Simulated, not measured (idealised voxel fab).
The following is a process module called voxel capacitor over wiring.
The width of the displayed cross-section, cut, is 235 nm; its cells are square, with a size of 5 nm.
Reading order for cross-sections: top band down to bottom band. Underlying form: a grid of square cells. Band size: one or more rows of cells.
For a band, the entry starts with two heights in nm, that of the top and then that of the bottom, and carries on with the band's materials in order from left to right, each alongside its width in nm; the word "throughout" beside a single material means it fills the band edge to edge, and "empty" means empty space.
Convention: height 0 is the level below which the wafer, as received, is all one material. The lowest band does not terminate at the bottom but continues downward, represented as "0 and below".
A width given as "30 to 40" starts at the first number in the band's top row and ends at the second number in its bottom row, shifting by an equal amount at every step from row to row.
When a step is marked "no modifications", none of the cells in the cross-section changed during that step.
"Enclosed void inventory" contains a list of empty spaces, each no smaller than 8 cells and without an open way to the top, written in the form width x height at distance with the distance from the left edge and all three in nm.
after a step's settings: what the simulator itself notes on the step
overlay nm: right-of-plan distance of the mask on a masked step; negative values mean left-of-plan.
Each pair of cross-sections that follows straddles one process step: the one shows the state before the step, the other the state after it, down to the lowest band that changed and no further. The step in question, and its settings, are given under the pair. Note that a pair is not necessarily a continuation of the pair above it, since pairs can come from different runs of this module on the same starting wafer; it is a continuation only where its entry headed "Pre-step snapshot" says so.

### Pre-step snapshot
- 60 down to 45 = SiO2 throughout
- 45 down to 40 = SiCN throughout
- 40 down to 35 = 60 of TiN | 20 of Cu | 75 of TiN | 20 of Cu | 60 of TiN
- 35 down to 20 = 55 of SiO2 | 5 of TiN | 20 of Cu | 5 of TiN | 65 of SiO2 | 5 of TiN | 20 of Cu | 5 of TiN | 55 of SiO2
- 20 down to 15 = 55 of SiCN | 30 of TiN | 65 of SiCN | 30 of TiN | 55 of SiCN
- 15 down to 0 = SiO2 throughout
- 0 and below = Si throughout
- Enclosed void inventory: none

### Post-Process Section
- 60 down to 45 = 70 of SiO2 | 15 of empty | 150 of SiO2
- Below 45, no change.
- Enclosed void inventory: none
Can you say which step sits between the two cross-sections above? MASKED_ETCH: tone open, mask id PLUG_1, width nm 15, etch materials SiO2, depth nm 15, overlay nm 0

Pre-step snapshot: no separate figure, the pair right above already shows it after its step.

### Post-Process Section
- 60 down to 45 = 70 of SiO2 | 15 of empty | 150 of SiO2
- 45 down to 40 = 70 of SiCN | 15 of empty | 150 of SiCN
- Below 40, no change.
- Enclosed void inventory: none
Can you say which step sits between the two cross-sections above? MASKED_ETCH: tone open, mask id PLUG_1, width nm 15, etch materials SiCN, depth nm 5, overlay nm 0

Pre-step snapshot: no separate figure, the pair right above already shows it after its step.

### Post-Process Section
- 65 down to 60 = 75 of TiN | 5 of empty | 155 of TiN
- 60 down to 45 = 70 of SiO2 | 5 of TiN | 5 of empty | 5 of TiN | 150 of SiO2
- 45 down to 40 = 70 of SiCN | 15 of TiN | 150 of SiCN
- Below 40, no change.
- Enclosed void inventory: none
Can you say which step sits between the two cross-sections above? CONFORMAL_DEP: material TiN, thk nm 5

Pre-step snapshot: no separate figure, the pair right above already shows it after its step.

### Post-Process Section
- 75 down to 65 = Cu throughout
- 65 down to 60 = 75 of TiN | 5 of Cu | 155 of TiN
- 60 down to 45 = 70 of SiO2 | 5 of TiN | 5 of Cu | 5 of TiN | 150 of SiO2
- Below 45, no change.
- Enclosed void inventory: none
Can you say which step sits between the two cross-sections above? FILL_DEP: material Cu, thk nm 10

Pre-step snapshot: no separate figure, the pair right above already shows it after its step.

### Post-Process Section
- 55 down to 45 = 70 of SiO2 | 5 of TiN | 5 of Cu | 5 of TiN | 150 of SiO2
- Below 45, no change.
- Enclosed void inventory: none
Can you say which step sits between the two cross-sections above? CMP: height nm 55

Pre-step snapshot: no separate figure, the pair right above already shows it after its step.

### Post-Process Section
- 65 down to 55 = TiN throughout
- Below 55, no change.
- Enclosed void inventory: none
Can you say which step sits between the two cross-sections above? DIRECTIONAL_DEP: material TiN, thk nm 10

Pre-step snapshot: no separate figure, the pair right above already shows it after its step.

### Post-Process Section
- 70 down to 65 = SiN throughout
- Below 65, no change.
- Enclosed void inventory: none
Can you say which step sits between the two cross-sections above? DIRECTIONAL_DEP: material SiN, thk nm 5

Pre-step snapshot: no separate figure, the pair right above already shows it after its step.

### Post-Process Section
- 75 down to 70 = TiN throughout
- Below 70, no change.
- Enclosed void inventory: none
Can you say which step sits between the two cross-sections above? DIRECTIONAL_DEP: material TiN, thk nm 5

Pre-step snapshot: no separate figure, the pair right above already shows it after its step.

### Post-Process Section
- 95 down to 75 = 70 of empty | 70 of resist | 95 of empty
- Below 75, no change.
- Enclosed void inventory: none
Can you say which step sits between the two cross-sections above? PATTERN: tone cover, mask id UPPER_PLATE, material resist, width nm 70, thk nm 20, overlay nm 0

Pre-step snapshot: no separate figure, the pair right above already shows it after its step.

### Post-Process Section
- 95 down to 75 = 70 of empty | 70 of resist | 95 of empty
- 75 down to 70 = 70 of empty | 70 of TiN | 95 of empty
- Below 70, no change.
- Enclosed void inventory: none
Can you say which step sits between the two cross-sections above? DIRECTIONAL_ETCH: etch materials TiN, depth nm 5

Pre-step snapshot: no separate figure, the pair right above already shows it after its step.

### Post-Process Section
- 95 down to 75 = 70 of empty | 70 of resist | 95 of empty
- 75 down to 70 = 70 of empty | 70 of TiN | 95 of empty
- 70 down to 65 = 70 of empty | 70 of SiN | 95 of empty
- Below 65, no change.
- Enclosed void inventory: none
Can you say which step sits between the two cross-sections above? DIRECTIONAL_ETCH: etch materials SiN, depth nm 5

Pre-step snapshot: no separate figure, the pair right above already shows it after its step.

### Post-Process Section
- 75 down to 70 = 70 of empty | 70 of TiN | 95 of empty
- Below 70, no change.
- Enclosed void inventory: none
Can you say which step sits between the two cross-sections above? STRIP: etch materials resist

Pre-step snapshot: no separate figure, the pair right above already shows it after its step.

### Post-Process Section
- 95 down to 75 = 65 of empty | 80 of resist | 90 of empty
- 75 down to 70 = 65 of empty | 5 of resist | 70 of TiN | 5 of resist | 90 of empty
- 70 down to 65 = 65 of empty | 5 of resist | 70 of SiN | 5 of resist | 90 of empty
- Below 65, no change.
- Enclosed void inventory: none
Can you say which step sits between the two cross-sections above? PATTERN: tone cover, mask id LOWER_PLATE, material resist, width nm 80, thk nm 20, overlay nm 0

Pre-step snapshot: no separate figure, the pair right above already shows it after its step.

### Post-Process Section
- 95 down to 75 = 65 of empty | 80 of resist | 90 of empty
- 75 down to 70 = 65 of empty | 5 of resist | 70 of TiN | 5 of resist | 90 of empty
- 70 down to 65 = 65 of empty | 5 of resist | 70 of SiN | 5 of resist | 90 of empty
- 65 down to 55 = 65 of empty | 80 of TiN | 90 of empty
- Below 55, no change.
- Enclosed void inventory: none
Can you say which step sits between the two cross-sections above? DIRECTIONAL_ETCH: etch materials TiN, depth nm 10

Pre-step snapshot: no separate figure, the pair right above already shows it after its step.

### Post-Process Section
- 75 down to 70 = 70 of empty | 70 of TiN | 95 of empty
- 70 down to 65 = 70 of empty | 70 of SiN | 95 of empty
- Below 65, no change.
- Enclosed void inventory: none
Can you say which step sits between the two cross-sections above? STRIP: etch materials resist

Pre-step snapshot: no separate figure, the pair right above already shows it after its step.

### Post-Process Section
- 95 down to 75 = SiO2 throughout
- 75 down to 70 = 70 of SiO2 | 70 of TiN | 95 of SiO2
- 70 down to 65 = 70 of SiO2 | 70 of SiN | 95 of SiO2
- 65 down to 55 = 65 of SiO2 | 80 of TiN | 90 of SiO2
- Below 55, no change.
- Enclosed void inventory: none
Can you say which step sits between the two cross-sections above? FILL_DEP: material SiO2, thk nm 20

Pre-step snapshot: no separate figure, the pair right above already shows it after its step.

### Post-Process Section
- 90 down to 75 = SiO2 throughout
- Below 75, no change.
- Enclosed void inventory: none
Can you say which step sits between the two cross-sections above? CMP: height nm 90

Pre-step snapshot: no separate figure, the pair right above already shows it after its step.

### Post-Process Section
- 100 down to 90 = aC throughout
- Below 90, no change.
- Enclosed void inventory: none
Can you say which step sits between the two cross-sections above? DIRECTIONAL_DEP: material aC, thk nm 10

Pre-step snapshot: no separate figure, the pair right above already shows it after its step.

### Post-Process Section
- 130 down to 100 = 80 of resist | 15 of empty | 140 of resist
- Below 100, no change.
- Enclosed void inventory: none
Can you say which step sits between the two cross-sections above? PATTERN: tone open, mask id PLUG_2, material resist, width nm 15, thk nm 30, overlay nm 0

Pre-step snapshot: no separate figure, the pair right above already shows it after its step.

### Post-Process Section
- 120 down to 100 = 80 of resist | 15 of empty | 140 of resist
- 100 down to 90 = 80 of aC | 15 of empty | 140 of aC
- Below 90, no change.
- Enclosed void inventory: none
Can you say which step sits between the two cross-sections above? DIRECTIONAL_ETCH: etch materials aC, depth nm 10

Pre-step snapshot: no separate figure, the pair right above already shows it after its step.

### Post-Process Section
- 100 down to 90 = 80 of aC | 15 of empty | 140 of aC
- Below 90, no change.
- Enclosed void inventory: none
Can you say which step sits between the two cross-sections above? STRIP: etch materials resist

Pre-step snapshot: no separate figure, the pair right above already shows it after its step.

### Post-Process Section
- 100 down to 90 = 80 of aC | 15 of empty | 140 of aC
- 90 down to 75 = 80 of SiO2 | 15 of empty | 140 of SiO2
- Below 75, no change.
- Enclosed void inventory: none
Can you say which step sits between the two cross-sections above? DIRECTIONAL_ETCH: etch materials SiO2, depth nm 15

Pre-step snapshot: no separate figure, the pair right above already shows it after its step.

### Post-Process Section
- 90 down to 75 = 80 of SiO2 | 15 of empty | 140 of SiO2
- Below 75, no change.
- Enclosed void inventory: none
Can you say which step sits between the two cross-sections above? STRIP: etch materials aC

Pre-step snapshot: no separate figure, the pair right above already shows it after its step.

### Post-Process Section
- 95 down to 90 = 85 of TiN | 5 of empty | 145 of TiN
- 90 down to 80 = 80 of SiO2 | 5 of TiN | 5 of empty | 5 of TiN | 140 of SiO2
- 80 down to 70 = 80 to 70 of SiO2 | 15 to 70 of TiN | 140 to 95 of SiO2
- Below 70, no change.
- Enclosed void inventory: none
Can you say which step sits between the two cross-sections above? CONFORMAL_DEP: material TiN, thk nm 5

Pre-step snapshot: no separate figure, the pair right above already shows it after its step.

### Post-Process Section
- 105 down to 95 = Ru throughout
- 95 down to 90 = 85 of TiN | 5 of Ru | 145 of TiN
- 90 down to 80 = 80 of SiO2 | 5 of TiN | 5 of Ru | 5 of TiN | 140 of SiO2
- Below 80, no change.
- Enclosed void inventory: none
Can you say which step sits between the two cross-sections above? FILL_DEP: material Ru, thk nm 10

Pre-step snapshot: no separate figure, the pair right above already shows it after its step.

### Post-Process Section
- 90 down to 80 = 80 of SiO2 | 5 of TiN | 5 of Ru | 5 of TiN | 140 of SiO2
- Below 80, no change.
- Enclosed void inventory: none
Can you say which step sits between the two cross-sections above? CMP: height nm 90

Pre-step snapshot: no separate figure, the pair right above already shows it after its step.

### Post-Process Section
- 95 down to 90 = SiCN throughout
- Below 90, no change.
- Enclosed void inventory: none
Can you say which step sits between the two cross-sections above? CONFORMAL_DEP: material SiCN, thk nm 5

### Pre-step snapshot
- 45 down to 35 = aC throughout
- 35 down to 20 = SiO2 throughout
- 20 down to 15 = SiCN throughout
- 15 down to 0 = SiO2 throughout
- 0 and below = Si throughout
- Enclosed void inventory: none

### Post-Process Section
- 70 down to 45 = 60 of resist | 20 of empty | 75 of resist | 20 of empty | 60 of resist
- Below 45, no change.
- Enclosed void inventory: none
Can you say which step sits between the two cross-sections above? PATTERN: tone open, mask id METAL_1, material resist, width nm 20, pitch nm 95, thk nm 25, overlay nm 0

Pre-step snapshot: no separate figure, the pair right above already shows it after its step.

### Post-Process Section
- 60 down to 45 = 60 of resist | 20 of empty | 75 of resist | 20 of empty | 60 of resist
- 45 down to 35 = 60 of aC | 20 of empty | 75 of aC | 20 of empty | 60 of aC
- Below 35, no change.
- Enclosed void inventory: none
Can you say which step sits between the two cross-sections above? DIRECTIONAL_ETCH: etch materials aC, depth nm 10

Pre-step snapshot: no separate figure, the pair right above already shows it after its step.

### Post-Process Section
- 45 down to 35 = 60 of aC | 20 of empty | 75 of aC | 20 of empty | 60 of aC
- Below 35, no change.
- Enclosed void inventory: none
Can you say which step sits between the two cross-sections above? STRIP: etch materials resist

Pre-step snapshot: no separate figure, the pair right above already shows it after its step.

### Post-Process Section
- 45 down to 35 = 60 of aC | 20 of empty | 75 of aC | 20 of empty | 60 of aC
- 35 down to 20 = 60 of SiO2 | 20 of empty | 75 of SiO2 | 20 of empty | 60 of SiO2
- Below 20, no change.
- Enclosed void inventory: none
Can you say which step sits between the two cross-sections above? DIRECTIONAL_ETCH: etch materials SiO2, depth nm 15

Pre-step snapshot: no separate figure, the pair right above already shows it after its step.

### Post-Process Section
- 45 down to 35 = 60 of aC | 20 of empty | 75 of aC | 20 of empty | 60 of aC
- 35 down to 20 = 60 of SiO2 | 20 of empty | 75 of SiO2 | 20 of empty | 60 of SiO2
- 20 down to 15 = 60 of SiCN | 20 of empty | 75 of SiCN | 20 of empty | 60 of SiCN
- Below 15, no change.
- Enclosed void inventory: none
Can you say which step sits between the two cross-sections above? DIRECTIONAL_ETCH: etch materials SiCN, depth nm 5

Pre-step snapshot: no separate figure, the pair right above already shows it after its step.

### Post-Process Section
- 35 down to 20 = 60 of SiO2 | 20 of empty | 75 of SiO2 | 20 of empty | 60 of SiO2
- Below 20, no change.
- Enclosed void inventory: none
Can you say which step sits between the two cross-sections above? STRIP: etch materials aC

Pre-step snapshot: no separate figure, the pair right above already shows it after its step.

### Post-Process Section
- 40 down to 35 = 65 of TiN | 10 of empty | 85 of TiN | 10 of empty | 65 of TiN
- 35 down to 20 = 60 of SiO2 | 5 of TiN | 10 of empty | 5 of TiN | 75 of SiO2 | 5 of TiN | 10 of empty | 5 of TiN | 60 of SiO2
- 20 down to 15 = 60 of SiCN | 20 of TiN | 75 of SiCN | 20 of TiN | 60 of SiCN
- Below 15, no change.
- Enclosed void inventory: none
Can you say which step sits between the two cross-sections above? CONFORMAL_DEP: material TiN, thk nm 5

Pre-step snapshot: no separate figure, the pair right above already shows it after its step.

### Post-Process Section
- 45 down to 40 = Cu throughout
- 40 down to 35 = 65 of TiN | 10 of Cu | 85 of TiN | 10 of Cu | 65 of TiN
- 35 down to 20 = 60 of SiO2 | 5 of TiN | 10 of Cu | 5 of TiN | 75 of SiO2 | 5 of TiN | 10 of Cu | 5 of TiN | 60 of SiO2
- Below 20, no change.
- Enclosed void inventory: none
Can you say which step sits between the two cross-sections above? FILL_DEP: material Cu, thk nm 5

Pre-step snapshot: no separate figure, the pair right above already shows it after its step.

### Post-Process Section
- 35 down to 20 = 60 of SiO2 | 5 of TiN | 10 of Cu | 5 of TiN | 75 of SiO2 | 5 of TiN | 10 of Cu | 5 of TiN | 60 of SiO2
- Below 20, no change.
- Enclosed void inventory: none
Can you say which step sits between the two cross-sections above? CMP: height nm 35

Pre-step snapshot: no separate figure, the pair right above already shows it after its step.

### Post-Process Section
- 40 down to 35 = SiCN throughout
- Below 35, no change.
- Enclosed void inventory: none
Can you say which step sits between the two cross-sections above? CONFORMAL_DEP: material SiCN, thk nm 5

Pre-step snapshot: no separate figure, the pair right above already shows it after its step.

### Post-Process Section
- 55 down to 40 = SiO2 throughout
- Below 40, no change.
- Enclosed void inventory: none
Can you say which step sits between the two cross-sections above? DIRECTIONAL_DEP: material SiO2, thk nm 15

Pre-step snapshot: no separate figure, the pair right above already shows it after its step.

### Post-Process Section
- 55 down to 40 = 70 of SiO2 | 15 of empty | 150 of SiO2
- Below 40, no change.
- Enclosed void inventory: none
Can you say which step sits between the two cross-sections above? MASKED_ETCH: tone open, mask id PLUG_1, width nm 15, etch materials SiO2, depth nm 15, overlay nm 0

Pre-step snapshot: no separate figure, the pair right above already shows it after its step.

### Post-Process Section
- 55 down to 40 = 70 of SiO2 | 15 of empty | 150 of SiO2
- 40 down to 35 = 70 of SiCN | 15 of empty | 150 of SiCN
- Below 35, no change.
- Enclosed void inventory: none
Can you say which step sits between the two cross-sections above? MASKED_ETCH: tone open, mask id PLUG_1, width nm 15, etch materials SiCN, depth nm 5, overlay nm 0

Pre-step snapshot: no separate figure, the pair right above already shows it after its step.

### Post-Process Section
- 60 down to 55 = 75 of TiN | 5 of empty | 155 of TiN
- 55 down to 40 = 70 of SiO2 | 5 of TiN | 5 of empty | 5 of TiN | 150 of SiO2
- 40 down to 35 = 70 of SiCN | 15 of TiN | 150 of SiCN
- Below 35, no change.
- Enclosed void inventory: none
Can you say which step sits between the two cross-sections above? CONFORMAL_DEP: material TiN, thk nm 5

Pre-step snapshot: no separate figure, the pair right above already shows it after its step.

### Post-Process Section
- 70 down to 60 = Cu throughout
- 60 down to 55 = 75 of TiN | 5 of Cu | 155 of TiN
- 55 down to 40 = 70 of SiO2 | 5 of TiN | 5 of Cu | 5 of TiN | 150 of SiO2
- Below 40, no change.
- Enclosed void inventory: none
Can you say which step sits between the two cross-sections above? FILL_DEP: material Cu, thk nm 10

Pre-step snapshot: no separate figure, the pair right above already shows it after its step.

### Post-Process Section
- 55 down to 40 = 70 of SiO2 | 5 of TiN | 5 of Cu | 5 of TiN | 150 of SiO2
- Below 40, no change.
- Enclosed void inventory: none
Can you say which step sits between the two cross-sections above? CMP: height nm 55

Pre-step snapshot: no separate figure, the pair right above already shows it after its step.

### Post-Process Section
- 65 down to 55 = TiN throughout
- Below 55, no change.
- Enclosed void inventory: none
Can you say which step sits between the two cross-sections above? DIRECTIONAL_DEP: material TiN, thk nm 10

Pre-step snapshot: no separate figure, the pair right above already shows it after its step.

### Post-Process Section
- 70 down to 65 = SiN throughout
- Below 65, no change.
- Enclosed void inventory: none
Can you say which step sits between the two cross-sections above? DIRECTIONAL_DEP: material SiN, thk nm 5

Pre-step snapshot: no separate figure, the pair right above already shows it after its step.

### Post-Process Section
- 75 down to 70 = TiN throughout
- Below 70, no change.
- Enclosed void inventory: none
Can you say which step sits between the two cross-sections above? DIRECTIONAL_DEP: material TiN, thk nm 5

Pre-step snapshot: no separate figure, the pair right above already shows it after its step.

### Post-Process Section
- 95 down to 75 = 70 of empty | 70 of resist | 95 of empty
- Below 75, no change.
- Enclosed void inventory: none
Can you say which step sits between the two cross-sections above? PATTERN: tone cover, mask id UPPER_PLATE, material resist, width nm 70, thk nm 20, overlay nm 0

Pre-step snapshot: no separate figure, the pair right above already shows it after its step.

### Post-Process Section
- 95 down to 75 = 70 of empty | 70 of resist | 95 of empty
- 75 down to 70 = 70 of empty | 70 of TiN | 95 of empty
- Below 70, no change.
- Enclosed void inventory: none
Can you say which step sits between the two cross-sections above? DIRECTIONAL_ETCH: etch materials TiN, depth nm 5

Pre-step snapshot: no separate figure, the pair right above already shows it after its step.

### Post-Process Section
- 95 down to 75 = 70 of empty | 70 of resist | 95 of empty
- 75 down to 70 = 70 of empty | 70 of TiN | 95 of empty
- 70 down to 65 = 70 of empty | 70 of SiN | 95 of empty
- Below 65, no change.
- Enclosed void inventory: none
Can you say which step sits between the two cross-sections above? DIRECTIONAL_ETCH: etch materials SiN, depth nm 5

Pre-step snapshot: no separate figure, the pair right above already shows it after its step.

### Post-Process Section
- 75 down to 70 = 70 of empty | 70 of TiN | 95 of empty
- Below 70, no change.
- Enclosed void inventory: none
Can you say which step sits between the two cross-sections above? STRIP: etch materials resist

Pre-step snapshot: no separate figure, the pair right above already shows it after its step.

### Post-Process Section
- 95 down to 75 = 65 of empty | 80 of resist | 90 of empty
- 75 down to 70 = 65 of empty | 5 of resist | 70 of TiN | 5 of resist | 90 of empty
- 70 down to 65 = 65 of empty | 5 of resist | 70 of SiN | 5 of resist | 90 of empty
- Below 65, no change.
- Enclosed void inventory: none
Can you say which step sits between the two cross-sections above? PATTERN: tone cover, mask id LOWER_PLATE, material resist, width nm 80, thk nm 20, overlay nm 0

Pre-step snapshot: no separate figure, the pair right above already shows it after its step.

### Post-Process Section
- 95 down to 75 = 65 of empty | 80 of resist | 90 of empty
- 75 down to 70 = 65 of empty | 5 of resist | 70 of TiN | 5 of resist | 90 of empty
- 70 down to 65 = 65 of empty | 5 of resist | 70 of SiN | 5 of resist | 90 of empty
- 65 down to 55 = 65 of empty | 80 of TiN | 90 of empty
- Below 55, no change.
- Enclosed void inventory: none
Can you say which step sits between the two cross-sections above? DIRECTIONAL_ETCH: etch materials TiN, depth nm 10

Pre-step snapshot: no separate figure, the pair right above already shows it after its step.

### Post-Process Section
- 75 down to 70 = 70 of empty | 70 of TiN | 95 of empty
- 70 down to 65 = 70 of empty | 70 of SiN | 95 of empty
- Below 65, no change.
- Enclosed void inventory: none
Can you say which step sits between the two cross-sections above? STRIP: etch materials resist

Pre-step snapshot: no separate figure, the pair right above already shows it after its step.

### Post-Process Section
- 95 down to 75 = SiO2 throughout
- 75 down to 70 = 70 of SiO2 | 70 of TiN | 95 of SiO2
- 70 down to 65 = 70 of SiO2 | 70 of SiN | 95 of SiO2
- 65 down to 55 = 65 of SiO2 | 80 of TiN | 90 of SiO2
- Below 55, no change.
- Enclosed void inventory: none
Can you say which step sits between the two cross-sections above? FILL_DEP: material SiO2, thk nm 20

Pre-step snapshot: no separate figure, the pair right above already shows it after its step.

### Post-Process Section
- 90 down to 75 = SiO2 throughout
- Below 75, no change.
- Enclosed void inventory: none
Can you say which step sits between the two cross-sections above? CMP: height nm 90

Pre-step snapshot: no separate figure, the pair right above already shows it after its step.

### Post-Process Section
- 100 down to 90 = aC throughout
- Below 90, no change.
- Enclosed void inventory: none
Can you say which step sits between the two cross-sections above? DIRECTIONAL_DEP: material aC, thk nm 10

Pre-step snapshot: no separate figure, the pair right above already shows it after its step.

### Post-Process Section
- 130 down to 100 = 80 of resist | 15 of empty | 140 of resist
- Below 100, no change.
- Enclosed void inventory: none
Can you say which step sits between the two cross-sections above? PATTERN: tone open, mask id PLUG_2, material resist, width nm 15, thk nm 30, overlay nm 0

Pre-step snapshot: no separate figure, the pair right above already shows it after its step.

### Post-Process Section
- 120 down to 100 = 80 of resist | 15 of empty | 140 of resist
- 100 down to 90 = 80 of aC | 15 of empty | 140 of aC
- Below 90, no change.
- Enclosed void inventory: none
Can you say which step sits between the two cross-sections above? DIRECTIONAL_ETCH: etch materials aC, depth nm 10

Pre-step snapshot: no separate figure, the pair right above already shows it after its step.

### Post-Process Section
- 100 down to 90 = 80 of aC | 15 of empty | 140 of aC
- Below 90, no change.
- Enclosed void inventory: none
Can you say which step sits between the two cross-sections above? STRIP: etch materials resist

Pre-step snapshot: no separate figure, the pair right above already shows it after its step.

### Post-Process Section
- 100 down to 90 = 80 of aC | 15 of empty | 140 of aC
- 90 down to 75 = 80 of SiO2 | 15 of empty | 140 of SiO2
- Below 75, no change.
- Enclosed void inventory: none
Can you say which step sits between the two cross-sections above? DIRECTIONAL_ETCH: etch materials SiO2, depth nm 15

Pre-step snapshot: no separate figure, the pair right above already shows it after its step.

### Post-Process Section
- 90 down to 75 = 80 of SiO2 | 15 of empty | 140 of SiO2
- Below 75, no change.
- Enclosed void inventory: none
Can you say which step sits between the two cross-sections above? STRIP: etch materials aC

Pre-step snapshot: no separate figure, the pair right above already shows it after its step.

### Post-Process Section
- 95 down to 90 = 85 of TiN | 5 of empty | 145 of TiN
- 90 down to 80 = 80 of SiO2 | 5 of TiN | 5 of empty | 5 of TiN | 140 of SiO2
- 80 down to 70 = 80 to 70 of SiO2 | 15 to 70 of TiN | 140 to 95 of SiO2
- Below 70, no change.
- Enclosed void inventory: none
Can you say which step sits between the two cross-sections above? CONFORMAL_DEP: material TiN, thk nm 5

Pre-step snapshot: no separate figure, the pair right above already shows it after its step.

### Post-Process Section
- 105 down to 95 = Ru throughout
- 95 down to 90 = 85 of TiN | 5 of Ru | 145 of TiN
- 90 down to 80 = 80 of SiO2 | 5 of TiN | 5 of Ru | 5 of TiN | 140 of SiO2
- Below 80, no change.
- Enclosed void inventory: none
Can you say which step sits between the two cross-sections above? FILL_DEP: material Ru, thk nm 10

Pre-step snapshot: no separate figure, the pair right above already shows it after its step.

### Post-Process Section
- 90 down to 80 = 80 of SiO2 | 5 of TiN | 5 of Ru | 5 of TiN | 140 of SiO2
- Below 80, no change.
- Enclosed void inventory: none
Can you say which step sits between the two cross-sections above? CMP: height nm 90

Pre-step snapshot: no separate figure, the pair right above already shows it after its step.

### Post-Process Section
- 95 down to 90 = SiCN throughout
- Below 90, no change.
- Enclosed void inventory: none
Can you say which step sits between the two cross-sections above? CONFORMAL_DEP: material SiCN, thk nm 5

### Pre-step snapshot
- 75 down to 70 = TiN throughout
- 70 down to 65 = SiN throughout
- 65 down to 55 = TiN throughout
- 55 down to 40 = 70 of SiO2 | 5 of TiN | 5 of Cu | 5 of TiN | 150 of SiO2
- 40 down to 35 = 70 of SiCN | 15 of TiN | 150 of SiCN
- 35 down to 20 = 55 of SiO2 | 5 of TiN | 20 of Cu | 5 of TiN | 65 of SiO2 | 5 of TiN | 20 of Cu | 5 of TiN | 55 of SiO2
- 20 down to 15 = 55 of SiCN | 30 of TiN | 65 of SiCN | 30 of TiN | 55 of SiCN
- 15 down to 0 = SiO2 throughout
- 0 and below = Si throughout
- Enclosed void inventory: none

### Post-Process Section
- 95 down to 75 = 65 of empty | 70 of resist | 100 of empty
- Below 75, no change.
- Enclosed void inventory: none
Can you say which step sits between the two cross-sections above? PATTERN: tone cover, mask id UPPER_PLATE, material resist, width nm 70, thk nm 20, overlay nm -5

Pre-step snapshot: no separate figure, the pair right above already shows it after its step.

### Post-Process Section
- 95 down to 75 = 65 of empty | 70 of resist | 100 of empty
- 75 down to 70 = 65 of empty | 70 of TiN | 100 of empty
- Below 70, no change.
- Enclosed void inventory: none
Can you say which step sits between the two cross-sections above? DIRECTIONAL_ETCH: etch materials TiN, depth nm 5

Pre-step snapshot: no separate figure, the pair right above already shows it after its step.

### Post-Process Section
- 95 down to 75 = 65 of empty | 70 of resist | 100 of empty
- 75 down to 70 = 65 of empty | 70 of TiN | 100 of empty
- 70 down to 65 = 65 of empty | 70 of SiN | 100 of empty
- Below 65, no change.
- Enclosed void inventory: none
Can you say which step sits between the two cross-sections above? DIRECTIONAL_ETCH: etch materials SiN, depth nm 5

Pre-step snapshot: no separate figure, the pair right above already shows it after its step.

### Post-Process Section
- 75 down to 70 = 65 of empty | 70 of TiN | 100 of empty
- Below 70, no change.
- Enclosed void inventory: none
Can you say which step sits between the two cross-sections above? STRIP: etch materials resist

Pre-step snapshot: no separate figure, the pair right above already shows it after its step.

### Post-Process Section
- 95 down to 75 = 65 of empty | 80 of resist | 90 of empty
- 75 down to 70 = 65 of empty | 70 of TiN | 10 of resist | 90 of empty
- 70 down to 65 = 65 of empty | 70 of SiN | 10 of resist | 90 of empty
- Below 65, no change.
- Enclosed void inventory: none
Can you say which step sits between the two cross-sections above? PATTERN: tone cover, mask id LOWER_PLATE, material resist, width nm 80, thk nm 20, overlay nm 0

Pre-step snapshot: no separate figure, the pair right above already shows it after its step.

### Post-Process Section
- 95 down to 75 = 65 of empty | 80 of resist | 90 of empty
- 75 down to 70 = 65 of empty | 70 of TiN | 10 of resist | 90 of empty
- 70 down to 65 = 65 of empty | 70 of SiN | 10 of resist | 90 of empty
- 65 down to 55 = 65 of empty | 80 of TiN | 90 of empty
- Below 55, no change.
- Enclosed void inventory: none
Can you say which step sits between the two cross-sections above? DIRECTIONAL_ETCH: etch materials TiN, depth nm 10

Pre-step snapshot: no separate figure, the pair right above already shows it after its step.

### Post-Process Section
- 75 down to 70 = 65 of empty | 70 of TiN | 100 of empty
- 70 down to 65 = 65 of empty | 70 of SiN | 100 of empty
- Below 65, no change.
- Enclosed void inventory: none
Can you say which step sits between the two cross-sections above? STRIP: etch materials resist

Pre-step snapshot: no separate figure, the pair right above already shows it after its step.

### Post-Process Section
- 95 down to 75 = SiO2 throughout
- 75 down to 70 = 65 of SiO2 | 70 of TiN | 100 of SiO2
- 70 down to 65 = 65 of SiO2 | 70 of SiN | 100 of SiO2
- 65 down to 55 = 65 of SiO2 | 80 of TiN | 90 of SiO2
- Below 55, no change.
- Enclosed void inventory: none
Can you say which step sits between the two cross-sections above? FILL_DEP: material SiO2, thk nm 20

Pre-step snapshot: no separate figure, the pair right above already shows it after its step.

### Post-Process Section
- 90 down to 75 = SiO2 throughout
- Below 75, no change.
- Enclosed void inventory: none
Can you say which step sits between the two cross-sections above? CMP: height nm 90

Pre-step snapshot: no separate figure, the pair right above already shows it after its step.

### Post-Process Section
- 100 down to 90 = aC throughout
- Below 90, no change.
- Enclosed void inventory: none
Can you say which step sits between the two cross-sections above? DIRECTIONAL_DEP: material aC, thk nm 10

Pre-step snapshot: no separate figure, the pair right above already shows it after its step.

### Post-Process Section
- 130 down to 100 = 80 of resist | 15 of empty | 140 of resist
- Below 100, no change.
- Enclosed void inventory: none
Can you say which step sits between the two cross-sections above? PATTERN: tone open, mask id PLUG_2, material resist, width nm 15, thk nm 30, overlay nm 0

Pre-step snapshot: no separate figure, the pair right above already shows it after its step.

### Post-Process Section
- 120 down to 100 = 80 of resist | 15 of empty | 140 of resist
- 100 down to 90 = 80 of aC | 15 of empty | 140 of aC
- Below 90, no change.
- Enclosed void inventory: none
Can you say which step sits between the two cross-sections above? DIRECTIONAL_ETCH: etch materials aC, depth nm 10

Pre-step snapshot: no separate figure, the pair right above already shows it after its step.

### Post-Process Section
- 100 down to 90 = 80 of aC | 15 of empty | 140 of aC
- Below 90, no change.
- Enclosed void inventory: none
Can you say which step sits between the two cross-sections above? STRIP: etch materials resist

Pre-step snapshot: no separate figure, the pair right above already shows it after its step.

### Post-Process Section
- 100 down to 90 = 80 of aC | 15 of empty | 140 of aC
- 90 down to 75 = 80 of SiO2 | 15 of empty | 140 of SiO2
- Below 75, no change.
- Enclosed void inventory: none
Can you say which step sits between the two cross-sections above? DIRECTIONAL_ETCH: etch materials SiO2, depth nm 15

Pre-step snapshot: no separate figure, the pair right above already shows it after its step.

### Post-Process Section
- 90 down to 75 = 80 of SiO2 | 15 of empty | 140 of SiO2
- Below 75, no change.
- Enclosed void inventory: none
Can you say which step sits between the two cross-sections above? STRIP: etch materials aC
